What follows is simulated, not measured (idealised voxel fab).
process module | voxel self aligned vias
cross-section cut | 220 nm wide | cells 5 nm
A cross-section is a grid of square cells, given in bands from the top down. A band is one or more rows of cells.
Each band's line starts with the height of the band's top and of its bottom, in nm. Then come its materials from left to right, each with its width in nm. One material with "throughout" fills the band from edge to edge. "air" is empty space.
Height 0 is the level under which the wafer as received is all one material. The lowest band goes on downwards, as in "0 down".
A width such as "30 to 40" changes by the same amount from each row of cells to the next, from the band's top row to its bottom row.
"no change" after a step means that no cell of the cross-section changed.
closed voids: empty space of 8 cells or more with no open way to the top, each as width x height at its distance from the left edge, in nm
after a step's settings: what the simulator itself notes on the step
overlay nm, on a step with a mask: how far to the right of its planned place the mask lay; to the left if negative
plan
1 op RECEIVE | material Si
2 op CONFORMAL_DEP | material SiO2 | thk nm 10
3 op CONFORMAL_DEP | material SiCN | thk nm 5
4 op DIRECTIONAL_DEP | material lowk | thk nm 25
5 op PATTERN | tone open | mask id LINES | material resist | width nm 20 | pitch nm 55 | thk nm 15 | overlay nm 0
6 op DIRECTIONAL_ETCH | etch materials lowk | depth nm 25
7 op STRIP | etch materials resist
8 op CONFORMAL_DEP | material TiN | thk nm 5
9 op FILL_DEP | material Ru | thk nm 5
10 op CMP | height nm 40
11 op SELECTIVE_ETCH | etch materials W Ru TiN | depth nm 10
12 op FILL_DEP | material SiN | thk nm 10
13 op CMP | height nm 40
14 op DIRECTIONAL_DEP | material lowk | thk nm 20
15 op MASKED_ETCH | tone open | mask id VIAS | width nm 40 | etch materials lowk | depth nm 20 | overlay nm 0
16 op MASKED_ETCH | tone open | mask id VIAS | width nm 40 | etch materials SiN | depth nm 10 | overlay nm 0
17 op CONFORMAL_DEP | material TiN | thk nm 5
18 op FILL_DEP | material W | thk nm 10
19 op CMP | height nm 60
20 op CONFORMAL_DEP | material SiCN | thk nm 5
as received, after step 1
  0 down: Si throughout
  closed voids: none
a wafer at the end: this start, this plan, one mistake
  65 to 60: SiCN throughout
  60 to 45: lowk 60 | TiN 5 | W 30 | TiN 5 | lowk 120
  45 to 40: lowk 60 | TiN 10 | W 20 | TiN 10 | lowk 120
  40 to 35: lowk 65 | TiN 5 | W 20 | TiN 5 | lowk 25 | SiN 30 | lowk 70
  35 to 30: lowk 65 | TiN 30 | lowk 25 | SiN 30 | lowk 70
  30 to 20: lowk 65 | TiN 5 | Ru 20 | TiN 5 | lowk 25 | TiN 5 | Ru 20 | TiN 5 | lowk 70
  20 to 15: lowk 65 | TiN 30 | lowk 25 | TiN 30 | lowk 70
  15 to 10: SiCN throughout
  10 to 0: SiO2 throughout
  0 down: Si throughout
  closed voids: none
what went wrong: step 5 ran as: op PATTERN | tone open | mask id LINES | material resist | width nm 30 | pitch nm 55 | thk nm 15 | overlay nm 0
